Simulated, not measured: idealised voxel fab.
Process module in this document: voxel self aligned vias
Cross-sectional view cut (width: 175 nm; square cell size: 5 nm).
A cross-section is written here as square cells arranged in a grid, and it is given in bands from the top down, each band taking up one or more rows of cells.
Heights first: top, then bottom, in nm. Then materials, left to right, each with a width in nm. "everywhere" on a single material: fills the band edge to edge. "empty": empty space.
Height reference: 0 = level under which incoming wafer is all one material. Lowest band: no bottom, runs on downward, e.g. "from 0 down".
The two numbers in a width such as "30 to 40" mark its ends across the band: the first belongs to the top row of cells, the second to the bottom row, and from each row to the next the width moves by the same amount.
What does "changes: none" mean for a step? It means no cell of the cross-section changed in that step.
Under "Sealed internal voids" you'll find the enclosed gaps, the ones with no way out to the top, that are 8 cells or bigger; each reads width x height at distance, with distance counted from the left edge, everything in nm.
It should be noted that, on the line of a given step, the content following the step's settings is a remark produced by the simulator itself with respect to that step.
The optional step-line setting "overlay nm" applies to steps with a mask and quantifies how far to the right of its planned location the mask lay, a negative value indicating leftward placement.
-- The process steps that were planned are listed below
| 1 | RECEIVE with material Si |
| 2 | CONFORMAL_DEP with material SiO2, thk nm 10 |
| 3 | CONFORMAL_DEP with material SiCN, thk nm 5 |
| 4 | DIRECTIONAL_DEP with material SiO2, thk nm 20 |
| 5 | DIRECTIONAL_DEP with material aC, thk nm 10 |
| 6 | PATTERN with tone open, mask id LINES, material resist, width nm 20, pitch nm 50, thk nm 25, overlay nm 0 |
| 7 | DIRECTIONAL_ETCH with etch materials aC, depth nm 10 |
| 8 | STRIP with etch materials resist |
| 9 | DIRECTIONAL_ETCH with etch materials SiO2, depth nm 20 |
| 10 | STRIP with etch materials aC |
| 11 | CONFORMAL_DEP with material TiN, thk nm 5 |
| 12 | FILL_DEP with material W, thk nm 5 |
| 13 | CMP with height nm 35 |
| 14 | SELECTIVE_ETCH with etch materials W Ru TiN, depth nm 5 |
| 15 | FILL_DEP with material SiN, thk nm 10 |
| 16 | CMP with height nm 35 |
| 17 | DIRECTIONAL_DEP with material SiO2, thk nm 15 |
| 18 | MASKED_ETCH with tone open, mask id VIAS, width nm 30, pitch nm 100, etch materials SiO2, depth nm 15, overlay nm 0 |
| 19 | MASKED_ETCH with tone open, mask id VIAS, width nm 30, pitch nm 100, etch materials SiN, depth nm 5, overlay nm 0 |
| 20 | CONFORMAL_DEP with material TiN, thk nm 5 |
| 21 | FILL_DEP with material Ru, thk nm 5 |
| 22 | CMP with height nm 50 |
| 23 | CONFORMAL_DEP with material SiCN, thk nm 5 |
-- First out of two wafers; run went to plan
-- Cross-section: wafer on arrival = after step 1
    from 0 down = Si everywhere
    Sealed internal voids: none
-- How the wafer stands in section after step 2
    from 10 to 0 = SiO2 everywhere
    Anything lower than 0 is untouched.
-- How the wafer stands in section after step 3
    from 15 to 10 = SiCN everywhere
    Anything lower than 10 is untouched.
-- How the wafer stands in section after step 4
    from 35 to 15 = SiO2 everywhere
    Anything lower than 15 is untouched.
-- How the wafer stands in section after step 5
    from 45 to 35 = aC everywhere
    Anything lower than 35 is untouched.
-- How the wafer stands in section after step 6
    from 70 to 45 = 25 of resist | 20 of empty | 30 of resist | 20 of empty | 30 of resist | 20 of empty | 30 of resist
    Anything lower than 45 is untouched.
-- How the wafer stands in section after step 7
    from 60 to 45 = 25 of resist | 20 of empty | 30 of resist | 20 of empty | 30 of resist | 20 of empty | 30 of resist
    from 45 to 35 = 25 of aC | 20 of empty | 30 of aC | 20 of empty | 30 of aC | 20 of empty | 30 of aC
    Anything lower than 35 is untouched.
-- How the wafer stands in section after step 8
    from 45 to 35 = 25 of aC | 20 of empty | 30 of aC | 20 of empty | 30 of aC | 20 of empty | 30 of aC
    Anything lower than 35 is untouched.
-- How the wafer stands in section after step 9
    from 45 to 35 = 25 of aC | 20 of empty | 30 of aC | 20 of empty | 30 of aC | 20 of empty | 30 of aC
    from 35 to 15 = 25 of SiO2 | 20 of empty | 30 of SiO2 | 20 of empty | 30 of SiO2 | 20 of empty | 30 of SiO2
    Anything lower than 15 is untouched.
-- How the wafer stands in section after step 10
    from 35 to 15 = 25 of SiO2 | 20 of empty | 30 of SiO2 | 20 of empty | 30 of SiO2 | 20 of empty | 30 of SiO2
    Anything lower than 15 is untouched.
-- How the wafer stands in section after step 11
    from 40 to 35 = 30 of TiN | 10 of empty | 40 of TiN | 10 of empty | 40 of TiN | 10 of empty | 35 of TiN
    from 35 to 20 = 25 of SiO2 | 5 of TiN | 10 of empty | 5 of TiN | 30 of SiO2 | 5 of TiN | 10 of empty | 5 of TiN | 30 of SiO2 | 5 of TiN | 10 of empty | 5 of TiN | 30 of SiO2
    from 20 to 15 = 25 of SiO2 | 20 of TiN | 30 of SiO2 | 20 of TiN | 30 of SiO2 | 20 of TiN | 30 of SiO2
    Anything lower than 15 is untouched.
-- How the wafer stands in section after step 12
    from 45 to 40 = W everywhere
    from 40 to 35 = 30 of TiN | 10 of W | 40 of TiN | 10 of W | 40 of TiN | 10 of W | 35 of TiN
    from 35 to 20 = 25 of SiO2 | 5 of TiN | 10 of W | 5 of TiN | 30 of SiO2 | 5 of TiN | 10 of W | 5 of TiN | 30 of SiO2 | 5 of TiN | 10 of W | 5 of TiN | 30 of SiO2
    Anything lower than 20 is untouched.
-- How the wafer stands in section after step 13
    from 35 to 20 = 25 of SiO2 | 5 of TiN | 10 of W | 5 of TiN | 30 of SiO2 | 5 of TiN | 10 of W | 5 of TiN | 30 of SiO2 | 5 of TiN | 10 of W | 5 of TiN | 30 of SiO2
    Anything lower than 20 is untouched.
-- How the wafer stands in section after step 14
    from 35 to 30 = 25 of SiO2 | 20 of empty | 30 of SiO2 | 20 of empty | 30 of SiO2 | 20 of empty | 30 of SiO2
    Anything lower than 30 is untouched.
-- How the wafer stands in section after step 15
    from 45 to 35 = SiN everywhere
    from 35 to 30 = 25 of SiO2 | 20 of SiN | 30 of SiO2 | 20 of SiN | 30 of SiO2 | 20 of SiN | 30 of SiO2
    Anything lower than 30 is untouched.
-- How the wafer stands in section after step 16
    from 35 to 30 = 25 of SiO2 | 20 of SiN | 30 of SiO2 | 20 of SiN | 30 of SiO2 | 20 of SiN | 30 of SiO2
    Anything lower than 30 is untouched.
-- How the wafer stands in section after step 17
    from 50 to 35 = SiO2 everywhere
    Anything lower than 35 is untouched.
-- How the wafer stands in section after step 18
    from 50 to 35 = 20 of SiO2 | 30 of empty | 70 of SiO2 | 30 of empty | 25 of SiO2
    Anything lower than 35 is untouched.
-- How the wafer stands in section after step 19
    from 50 to 35 = 20 of SiO2 | 30 of empty | 70 of SiO2 | 30 of empty | 25 of SiO2
    from 35 to 30 = 25 of SiO2 | 20 of empty | 30 of SiO2 | 20 of SiN | 30 of SiO2 | 20 of empty | 30 of SiO2
    Anything lower than 30 is untouched.
-- How the wafer stands in section after step 20
    from 55 to 50 = 25 of TiN | 20 of empty | 80 of TiN | 20 of empty | 30 of TiN
    from 50 to 40 = 20 of SiO2 | 5 of TiN | 20 of empty | 5 of TiN | 70 of SiO2 | 5 of TiN | 20 of empty | 5 of TiN | 25 of SiO2
    from 40 to 35 = 20 of SiO2 | 10 of TiN | 10 of empty | 10 of TiN | 70 of SiO2 | 10 of TiN | 10 of empty | 10 of TiN | 25 of SiO2
    from 35 to 30 = 25 of SiO2 | 20 of TiN | 30 of SiO2 | 20 of SiN | 30 of SiO2 | 20 of TiN | 30 of SiO2
    Anything lower than 30 is untouched.
-- How the wafer stands in section after step 21
    from 60 to 55 = Ru everywhere
    from 55 to 50 = 25 of TiN | 20 of Ru | 80 of TiN | 20 of Ru | 30 of TiN
    from 50 to 40 = 20 of SiO2 | 5 of TiN | 20 of Ru | 5 of TiN | 70 of SiO2 | 5 of TiN | 20 of Ru | 5 of TiN | 25 of SiO2
    from 40 to 35 = 20 of SiO2 | 10 of TiN | 10 of Ru | 10 of TiN | 70 of SiO2 | 10 of TiN | 10 of Ru | 10 of TiN | 25 of SiO2
    Anything lower than 35 is untouched.
-- How the wafer stands in section after step 22
    from 50 to 40 = 20 of SiO2 | 5 of TiN | 20 of Ru | 5 of TiN | 70 of SiO2 | 5 of TiN | 20 of Ru | 5 of TiN | 25 of SiO2
    Anything lower than 40 is untouched.
-- How the wafer stands in section after step 23
    from 55 to 50 = SiCN everywhere
    Anything lower than 50 is untouched.
-- Notes, second wafer: start = first wafer's, plan = first wafer's, execution had one mistake; history identical to first through step 17
-- Look at the second wafer in cross-section at the time step 18 ought to have finished
    from 50 to 35 = 20 of empty | 30 of SiO2 | 70 of empty | 30 of SiO2 | 25 of empty
    Anything lower than 35 is untouched.
Look at the second wafer in cross-section at the time step 19 ought to have finished: changes: none
-- Look at the second wafer in cross-section at the time step 20 ought to have finished
    from 55 to 50 = 15 of empty | 40 of TiN | 60 of empty | 40 of TiN | 20 of empty
    from 50 to 40 = 15 of empty | 5 of TiN | 30 of SiO2 | 5 of TiN | 60 of empty | 5 of TiN | 30 of SiO2 | 5 of TiN | 20 of empty
    from 40 to 35 = 20 of TiN | 30 of SiO2 | 70 of TiN | 30 of SiO2 | 25 of TiN
    Anything lower than 35 is untouched.
-- Look at the second wafer in cross-section at the time step 21 ought to have finished
    from 60 to 55 = Ru everywhere
    from 55 to 50 = 15 of Ru | 40 of TiN | 60 of Ru | 40 of TiN | 20 of Ru
    from 50 to 40 = 15 of Ru | 5 of TiN | 30 of SiO2 | 5 of TiN | 60 of Ru | 5 of TiN | 30 of SiO2 | 5 of TiN | 20 of Ru
    Anything lower than 40 is untouched.
-- Look at the second wafer in cross-section at the time step 22 ought to have finished
    from 50 to 40 = 15 of Ru | 5 of TiN | 30 of SiO2 | 5 of TiN | 60 of Ru | 5 of TiN | 30 of SiO2 | 5 of TiN | 20 of Ru
    Anything lower than 40 is untouched.
-- Look at the second wafer in cross-section at the time step 23 ought to have finished
    from 55 to 50 = SiCN everywhere
    Anything lower than 50 is untouched.
Deviation from plan: the process deviated at step 18: the operation and settings actually run there were MASKED_ETCH with tone cover, mask id VIAS, width nm 30, pitch nm 100, etch materials SiO2, depth nm 15, overlay nm 0
Counted in cells at the end, the second wafer holds more or fewer of these materials than the first: Ru: 18 more; SiN: 8 more; SiO2: 33 fewer; TiN: 7 more
